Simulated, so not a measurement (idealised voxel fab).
Proc. module: voxel released beams
250 nm wide, 5 nm square cells: that's cross-section cut.
Square cells in a grid make up a cross-section in this document, and the grid is given as bands, listed from the top down, each one or more rows of cells. Heads up on the band format: heights come first, top then bottom, in nm. After that it's the materials left to right, each with its width in nm. A single material flagged "edge to edge" fills the whole band edge to edge, and "air" means there's empty space there. Height is counted from the level 0, under which the received wafer is composed throughout of one material. The lowest of the bands is not closed at the bottom but continues downward, in the notation "0..down". A width given as "30->40" starts at the first number in the band's top row and ends at the second number in its bottom row, shifting by an equal amount at every step from row to row. "no change occurred" after a step means that no cell of the cross-section changed. For the entry "Cavities, sealed", the listed items are empty spaces with no open way to the top whose size is 8 cells or more; each item follows the pattern width x height at distance, where distance is from the left edge and all three are in nm. Formally, on a step line, whatever follows the settings is a remark that the simulator itself makes on the step. If you see "overlay nm" on a step's line and that step has a mask, it's telling you how far right of where it was planned the mask ended up; a negative number means it went left instead.

Process steps (planned)
| 1 | RECEIVE with material Si |
| 2 | CONFORMAL_DEP with material SiN, thk nm 10 |
| 3 | DIRECTIONAL_DEP with material SiO2, thk nm 15 |
| 4 | MASKED_ETCH with tone open, mask id ANCHOR, width nm 35, etch materials SiO2, depth nm 15, overlay nm 0 |
| 5 | CONFORMAL_DEP with material W, thk nm 15 |
| 6 | PATTERN with tone cover, mask id BEAM, material resist, width nm 110, thk nm 15, overlay nm 0 |
| 7 | DIRECTIONAL_ETCH with etch materials W, depth nm 15 |
| 8 | STRIP with etch materials resist |
| 9 | STRIP with etch materials SiO2 |

The cross-section here shows the wafer as received, i.e. in its state after step 1
  0..down | Si edge to edge
  Cavities, sealed: none

Module complete - cross-section of the first of two wafers, run according to plan
  40..25 | air: 65, W: 20, air: 5, W: 85, air: 75
  25..10 | air: 70, W: 35, air: 145
  10..0 | SiN edge to edge
  0..down | Si edge to edge
  Cavities, sealed: none

Second wafer at the end: like start, like plan, one mistake
  55..40 | air: 65, W: 110, air: 75
  40..25 | W edge to edge
  25..10 | SiO2: 70, W: 35, SiO2: 145
  10..0 | SiN edge to edge
  0..down | Si edge to edge
  Cavities, sealed: none
It is concluded that the wafer was processed incorrectly with respect to the plan, in that heads up, step 5 of the plan got done twice
Count the cells at the end and the second wafer has more or fewer of some materials than the first: +129 SiO2 | +153 W
